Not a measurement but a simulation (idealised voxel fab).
Herein follows the process module entitled voxel ribs on slabs.
Cross-sectional view cut (width: 230 nm; square cell size: 5 nm).
For the purposes of this document, a cross-section shall be understood as a grid of square cells, specified as bands listed in top-to-bottom order, each band consisting of one or more rows of cells. It is stipulated that each band's entry specify, in nanometres, the height of the top of the band and then that of its bottom, followed by the materials of the band in left-to-right sequence, each together with its width in nanometres. A single material marked by the word "throughout" is understood to fill the band from edge to edge; the word "blank" is understood to denote empty space. Note: height 0 marks the level under which the wafer is uniformly one material as received. Lowest band unbounded below, written "0 down". The two numbers in a width such as "30->40" mark its ends across the band: the first belongs to the top row of cells, the second to the bottom row, and from each row to the next the width moves by the same amount. Where the words "no modification" appear for a step, the cross-section shows no cell changed by that step; every cell remained as before. Voids not open to the top, 8 cells minimum: see "Voids, enclosed". Written width x height at distance; distance is from the left edge; nm. It should be noted that, on the line of a given step, the content following the step's settings is a remark produced by the simulator itself with respect to that step. overlay nm: mask right of planned place by this much (step with mask). Neg. = left.
# Process steps (planned)
1,op RECEIVE | material Si
2,op DIRECTIONAL_DEP | material SiO2 | thk nm 25
3,op DIRECTIONAL_DEP | material polySi | thk nm 20
4,op PATTERN | tone cover | mask id RIB | material resist | width nm 15 | thk nm 15 | overlay nm 0
5,op DIRECTIONAL_ETCH | etch materials polySi | depth nm 15
6,op STRIP | etch materials resist
7,op DIRECTIONAL_DEP | material aC | thk nm 15
8,op PATTERN | tone cover | mask id SLAB | material resist | width nm 65 | thk nm 35 | overlay nm 0
9,op DIRECTIONAL_ETCH | etch materials aC | depth nm 15
10,op STRIP | etch materials resist
11,op DIRECTIONAL_ETCH | etch materials polySi | depth nm 5
12,op STRIP | etch materials aC
13,op FILL_DEP | material SiO2 | thk nm 20
14,op CMP | height nm 60
15,op DIRECTIONAL_DEP | material TiN | thk nm 10
16,op DIRECTIONAL_DEP | material aC | thk nm 15
17,op PATTERN | tone cover | mask id HEATER | material resist | width nm 25 | thk nm 30 | overlay nm 0
18,op DIRECTIONAL_ETCH | etch materials aC | depth nm 15
19,op STRIP | etch materials resist
20,op DIRECTIONAL_ETCH | etch materials TiN | depth nm 10
21,op STRIP | etch materials aC
22,op CONFORMAL_DEP | material SiO2 | thk nm 10
# Incoming wafer in cross-section (state: after step 1)
> 0 down | Si throughout
> Voids, enclosed: none
# One mistake in running the module, otherwise start and plan as above: cross-section at the end
> 80 to 70 | 90 blank, then 45 SiO2, then 95 blank
> 70 to 60 | 100 SiO2, then 25 TiN, then 105 SiO2
> 60 to 50 | SiO2 throughout
> 50 to 35 | 105 SiO2, then 15 polySi, then 110 SiO2
> 35 to 30 | 80 SiO2, then 65 polySi, then 85 SiO2
> 30 to 25 | polySi throughout
> 25 to 0 | SiO2 throughout
> 0 down | Si throughout
> Voids, enclosed: none
Against the plan, the run slipped here: step 3 changed vs plan, executed as op DIRECTIONAL_DEP | material polySi | thk nm 25
